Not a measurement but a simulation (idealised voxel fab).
process module | voxel quadruple lines
280 nm wide, 5 nm square cells: that's cross-section cut.
Cross-section = grid of square cells, listed top down in bands; band = one or more rows.
Top, bottom (nm), then materials left to right with widths (nm); lone material tagged "edge to edge" fills the whole band edge to edge; "empty" = empty space.
Below 0: as-received wafer, all one material; heights counted from there. Lowest band: no bottom, goes on down, written "0..down".
It should be noted that a width expressed as "30 to 40" varies in equal increments from row to row of cells within the band, taking the value of the first number at the top row and that of the second number at the bottom row.
Step marked "remained unchanged"? Then no cell in the cross-section changed in it.
Entry "Enclosed void listing" = empty spaces >= 8 cells with no open way to the top; each as width x height at distance, distance from left edge, all nm.
On a step's line, text after the settings is the simulator commenting on that step.
You can add "overlay nm" to a step's line. For a step with a mask, it describes how far the mask lay to the right of its planned position, and a negative number describes a lay to the left.
So here's the lineup of process steps we planned
| 1 | RECEIVE: material Si |
| 2 | CONFORMAL_DEP: material SiO2, thk nm 10 |
| 3 | DIRECTIONAL_DEP: material W, thk nm 15 |
| 4 | DIRECTIONAL_DEP: material polySi, thk nm 20 |
| 5 | DIRECTIONAL_DEP: material aC, thk nm 20 |
| 6 | PATTERN: tone cover, mask id MANDREL, material resist, width nm 20, thk nm 25, overlay nm 0 |
| 7 | DIRECTIONAL_ETCH: etch materials aC, depth nm 20 |
| 8 | STRIP: etch materials resist |
| 9 | CONFORMAL_DEP: material SiO2, thk nm 10 |
| 10 | DIRECTIONAL_ETCH: etch materials SiO2, depth nm 10 |
| 11 | STRIP: etch materials aC |
| 12 | DIRECTIONAL_ETCH: etch materials polySi, depth nm 20 |
| 13 | STRIP: etch materials SiO2 |
| 14 | CONFORMAL_DEP: material SiN, thk nm 10 |
| 15 | DIRECTIONAL_ETCH: etch materials SiN, depth nm 10 |
| 16 | STRIP: etch materials polySi |
| 17 | DIRECTIONAL_ETCH: etch materials W, depth nm 15 |
| 18 | STRIP: etch materials SiN |
The wafers in this document start out alike and differ in the width nm applied at step 6; the plan shows the value used for the first wafer.
Received condition of the first of several wafers, sectioned: post-step 1
  0..down: Si edge to edge
  Enclosed void listing: none
wafer rows; end of module; cells per material since receipt: (+) gained, (-) lost; then closed voids
width nm 20; +112 SiO2; +24 W; Enclosed void listing: none
width nm 25; +112 SiO2; +24 W; Enclosed void listing: none
width nm 30; +112 SiO2; +24 W; Enclosed void listing: none
width nm 35; +112 SiO2; +24 W; Enclosed void listing: none
width nm 40; +112 SiO2; +24 W; Enclosed void listing: none
width nm 45; +112 SiO2; +24 W; Enclosed void listing: none
